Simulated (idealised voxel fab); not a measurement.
A process module follows: voxel capacitor over wiring.
Square cells of 5 nm make up the cross-section cut, whose width is 160 nm.
Think of the cross-section as a grid of square cells. We describe it in bands, top to bottom, and each band covers one or more rows of those cells. Quick guide to a band line: top height, bottom height (nm) up front; then every material left to right with its width in nm. Only one material and it's marked "all across"? Then it fills the band edge to edge. And "empty" just means empty space. Measure heights from 0. That's the level where, below it, the as-received wafer is all one material. The lowest band is bottomless and extends downward; write it as in "top 0, no bottom". So if you see something like "30..40" for the width, read it as the top row of the band sitting at the first number and the bottom row at the second, with every row in between moving by the same amount as the last. What does "remained the same" mean for a step? It means no cell of the cross-section changed in that step. Listed in "Enclosed void list": every empty space of 8 or more cells without an open way to the top. Form: width x height at distance, the distance being from the left edge, all in nm. Heads up: the bit after the settings on a step's line is the simulator's remark on that step. overlay nm: mask offset rightward from planned place, masked step; negative means leftward offset.
Below is the list of planned process steps
1: RECEIVE with material Si
2: CONFORMAL_DEP with material SiO2, thk nm 10
3: DIRECTIONAL_DEP with material TiN, thk nm 5
4: DIRECTIONAL_DEP with material Ru, thk nm 15
5: PATTERN with tone cover, mask id METAL_1, material resist, width nm 25, pitch nm 95, thk nm 20, overlay nm 0
6: DIRECTIONAL_ETCH with etch materials Ru, depth nm 15
7: DIRECTIONAL_ETCH with etch materials TiN, depth nm 5
8: STRIP with etch materials resist
9: CONFORMAL_DEP with material SiCN, thk nm 5
10: FILL_DEP with material SiO2, thk nm 5
11: CMP with height nm 30
12: CONFORMAL_DEP with material SiCN, thk nm 5
13: DIRECTIONAL_DEP with material SiO2, thk nm 15
14: DIRECTIONAL_DEP with material aC, thk nm 10
15: PATTERN with tone open, mask id PLUG_1, material resist, width nm 15, thk nm 25, overlay nm 0
16: DIRECTIONAL_ETCH with etch materials aC, depth nm 10
17: STRIP with etch materials resist
18: DIRECTIONAL_ETCH with etch materials SiO2, depth nm 15
19: DIRECTIONAL_ETCH with etch materials SiCN, depth nm 5
20: STRIP with etch materials aC
21: CONFORMAL_DEP with material TiN, thk nm 5
22: FILL_DEP with material Cu, thk nm 5
23: CMP with height nm 50
24: DIRECTIONAL_DEP with material TiN, thk nm 10
25: DIRECTIONAL_DEP with material HfO2, thk nm 5
26: DIRECTIONAL_DEP with material TiN, thk nm 10
27: DIRECTIONAL_DEP with material aC, thk nm 10
28: PATTERN with tone cover, mask id UPPER_PLATE, material resist, width nm 75, thk nm 30, overlay nm 0
29: DIRECTIONAL_ETCH with etch materials aC, depth nm 10
30: STRIP with etch materials resist
31: DIRECTIONAL_ETCH with etch materials TiN, depth nm 10
32: DIRECTIONAL_ETCH with etch materials HfO2, depth nm 5
33: STRIP with etch materials aC
34: DIRECTIONAL_DEP with material aC, thk nm 10
35: PATTERN with tone cover, mask id LOWER_PLATE, material resist, width nm 85, thk nm 25, overlay nm 0
36: DIRECTIONAL_ETCH with etch materials aC, depth nm 10
37: STRIP with etch materials resist
38: DIRECTIONAL_ETCH with etch materials TiN, depth nm 10
39: STRIP with etch materials aC
40: FILL_DEP with material SiO2, thk nm 20
41: CMP with height nm 90
42: MASKED_ETCH with tone open, mask id PLUG_2, width nm 15, etch materials SiO2, depth nm 15, overlay nm 0
43: CONFORMAL_DEP with material TiN, thk nm 5
44: FILL_DEP with material Cu, thk nm 5
45: CMP with height nm 90
46: CONFORMAL_DEP with material SiN, thk nm 5
Incoming wafer, cross-sectional view, post step 1
- top 0, no bottom: Si all across
- Enclosed void list: none
First of two wafers at the end of the module, shown in cross-section; run carried out as planned
- top 95, bottom 90: SiN all across
- top 90, bottom 80: SiO2: 40, TiN: 5, Cu: 5, TiN: 5, SiO2: 105
- top 80, bottom 75: SiO2: 40, TiN: 15, SiO2: 105
- top 75, bottom 65: SiO2: 30, TiN: 75, SiO2: 55
- top 65, bottom 60: SiO2: 30, HfO2: 75, SiO2: 55
- top 60, bottom 50: SiO2: 25, TiN: 85, SiO2: 50
- top 50, bottom 35: SiO2: 30, TiN: 5, Cu: 5, TiN: 5, SiO2: 115
- top 35, bottom 30: SiCN: 30, TiN: 15, SiCN: 115
- top 30, bottom 15: SiO2: 15, SiCN: 5, Ru: 25, SiCN: 5, SiO2: 60, SiCN: 5, Ru: 25, SiCN: 5, SiO2: 15
- top 15, bottom 10: SiCN: 20, TiN: 25, SiCN: 70, TiN: 25, SiCN: 20
- top 10, bottom 0: SiO2 all across
- top 0, no bottom: Si all across
- Enclosed void list: none
This cross-section belongs to the second wafer of two at the end of the module; the start and the plan were shared with the first, and the run included one mistake
- top 95, bottom 90: SiN all across
- top 90, bottom 80: SiO2: 40, TiN: 5, Cu: 5, TiN: 5, SiO2: 105
- top 80, bottom 75: SiO2: 40, TiN: 15, SiO2: 105
- top 75, bottom 65: SiO2: 30, TiN: 75, SiO2: 55
- top 65, bottom 60: SiO2: 30, HfO2: 75, SiO2: 55
- top 60, bottom 50: SiO2: 25, TiN: 85, SiO2: 50
- top 50, bottom 35: SiO2: 30, TiN: 5, Cu: 5, TiN: 5, SiO2: 115
- top 35, bottom 30: SiCN: 30, TiN: 15, SiCN: 115
- top 30, bottom 25: SiO2 all across
- top 25, bottom 20: SiO2: 15, SiCN: 35, SiO2: 60, SiCN: 35, SiO2: 15
- top 20, bottom 5: SiO2: 15, SiCN: 5, Ru: 25, SiCN: 5, SiO2: 60, SiCN: 5, Ru: 25, SiCN: 5, SiO2: 15
- top 5, bottom 0: SiCN: 20, TiN: 25, SiCN: 70, TiN: 25, SiCN: 20
- top 0, no bottom: Si all across
- Enclosed void list: none
What went wrong in running the wafer? step 2 of the plan was bypassed and not carried out
Heads up, by the end the second wafer has more or fewer cells of some materials compared to the first: SiCN: 14 more | SiO2: 14 fewer
